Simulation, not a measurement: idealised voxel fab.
process module | voxel ribs on slabs
cross-section cut | 170 nm wide | cells 5 nm
A cross-section is a grid of square cells, given in bands from the top down. A band is one or more rows of cells.
Each band's line starts with the height of the band's top and of its bottom, in nm. Then come its materials from left to right, each with its width in nm. One material with "throughout" fills the band from edge to edge. "air" is empty space.
Height 0 is the level under which the wafer as received is all one material. The lowest band goes on downwards, as in "0 down".
A width such as "30 to 40" changes by the same amount from each row of cells to the next, from the band's top row to its bottom row.
"no change" after a step means that no cell of the cross-section changed.
closed voids: empty space of 8 cells or more with no open way to the top, each as width x height at its distance from the left edge, in nm
after a step's settings: what the simulator itself notes on the step
overlay nm, on a step with a mask: how far to the right of its planned place the mask lay; to the left if negative
plan
1 op RECEIVE | material Si
2 op DIRECTIONAL_DEP | material SiO2 | thk nm 30
3 op DIRECTIONAL_DEP | material SiN | thk nm 15
4 op PATTERN | tone cover | mask id RIB | material resist | width nm 30 | thk nm 20 | overlay nm 0
5 op DIRECTIONAL_ETCH | etch materials SiN | depth nm 10
6 op STRIP | etch materials resist
7 op DIRECTIONAL_DEP | material aC | thk nm 10
8 op PATTERN | tone cover | mask id SLAB | material resist | width nm 60 | thk nm 25 | overlay nm 0
9 op DIRECTIONAL_ETCH | etch materials aC | depth nm 10
10 op STRIP | etch materials resist
11 op DIRECTIONAL_ETCH | etch materials SiN | depth nm 5
12 op STRIP | etch materials aC
13 op FILL_DEP | material SiO2 | thk nm 30
14 op CMP | height nm 65
15 op DIRECTIONAL_DEP | material W | thk nm 5
16 op PATTERN | tone cover | mask id HEATER | material resist | width nm 40 | thk nm 20 | overlay nm 0
17 op DIRECTIONAL_ETCH | etch materials W | depth nm 5
18 op STRIP | etch materials resist
19 op CONFORMAL_DEP | material SiN | thk nm 10
as received, after step 1
  0 down: Si throughout
  closed voids: none
a wafer at the end: this start, this plan, one mistake
  80 to 75: air 55 | SiN 60 | air 55
  75 to 70: SiN throughout
  70 to 65: SiN 65 | W 40 | SiN 65
  65 to 45: SiO2 throughout
  45 to 35: SiO2 70 | SiN 30 | SiO2 70
  35 to 30: SiO2 55 | SiN 60 | SiO2 55
  30 to 0: SiN throughout
  0 down: Si throughout
  closed voids: none
what went wrong: step 2 ran as: op DIRECTIONAL_DEP | material SiN | thk nm 30
